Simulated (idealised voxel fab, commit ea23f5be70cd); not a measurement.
process module | voxel tone inversion
cross-section cut | 160 nm wide | cells 5 nm
A cross-section is a grid of square cells, given in bands from the top down. A band is one or more rows of cells.
Each band's line starts with the height of the band's top and of its bottom, in nm. Then come its materials from left to right, each with its width in nm. One material with "throughout" fills the band from edge to edge. "air" is empty space.
Height 0 is the level under which the wafer as received is all one material. The lowest band goes on downwards, as in "0 down".
A width such as "30 to 40" changes by the same amount from each row of cells to the next, from the band's top row to its bottom row.
"no change" after a step means that no cell of the cross-section changed.
closed voids: empty space of 8 cells or more with no open way to the top, each as width x height at its distance from the left edge, in nm
after a step's settings: what the simulator itself notes on the step
overlay nm, on a step with a mask: how far to the right of its planned place the mask lay; to the left if negative
plan
1 op RECEIVE | material Si
2 op CONFORMAL_DEP | material SiN | thk nm 10
3 op DIRECTIONAL_DEP | material aC | thk nm 15
4 op PATTERN | tone cover | mask id POSTS | material resist | width nm 15 | pitch nm 40 | thk nm 20 | overlay nm 0
5 op DIRECTIONAL_ETCH | etch materials aC | depth nm 15
6 op STRIP | etch materials resist
7 op FILL_DEP | material SiO2 | thk nm 5
8 op CMP | height nm 25
9 op STRIP | etch materials aC
as received, after step 1
  0 down: Si throughout
  closed voids: none
a wafer at the end: this start, this plan, one mistake
  25 to 15: SiN throughout
  15 to 0: aC throughout
  0 down: Si throughout
  closed voids: none
what went wrong: steps 2 and 3 were swapped
